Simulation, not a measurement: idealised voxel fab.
process module | voxel released beams
cross-section cut | 160 nm wide | cells 5 nm
A cross-section is a grid of square cells, given in bands from the top down. A band is one or more rows of cells.
Each band's line starts with the height of the band's top and of its bottom, in nm. Then come its materials from left to right, each with its width in nm. One material with "throughout" fills the band from edge to edge. "air" is empty space.
Height 0 is the level under which the wafer as received is all one material. The lowest band goes on downwards, as in "0 down".
A width such as "30 to 40" changes by the same amount from each row of cells to the next, from the band's top row to its bottom row.
"no change" after a step means that no cell of the cross-section changed.
closed voids: empty space of 8 cells or more with no open way to the top, each as width x height at its distance from the left edge, in nm
after a step's settings: what the simulator itself notes on the step
overlay nm, on a step with a mask: how far to the right of its planned place the mask lay; to the left if negative
plan
1 op RECEIVE | material Si
2 op CONFORMAL_DEP | material Al2O3 | thk nm 10
3 op DIRECTIONAL_DEP | material SiO2 | thk nm 20
4 op PATTERN | tone open | mask id ANCHOR | material resist | width nm 30 | thk nm 15 | overlay nm 0
5 op DIRECTIONAL_ETCH | etch materials SiO2 | depth nm 20
6 op STRIP | etch materials resist
7 op CONFORMAL_DEP | material SiN | thk nm 10
8 op PATTERN | tone cover | mask id BEAM | material resist | width nm 115 | thk nm 20 | overlay nm 0
9 op DIRECTIONAL_ETCH | etch materials SiN | depth nm 10
10 op STRIP | etch materials resist
11 op STRIP | etch materials SiO2
as received, after step 1
  0 down: Si throughout
  closed voids: none
a wafer at the end: this start, this plan, one mistake
  40 to 30: air 20 | SiN 115 | air 25
  30 to 10: air 30 | SiN 20 | air 110
  10 to 0: Al2O3 throughout
  0 down: Si throughout
  closed voids: none
what went wrong: step 4 ran as: op PATTERN | tone open | mask id ANCHOR | material resist | width nm 20 | thk nm 15 | overlay nm 0
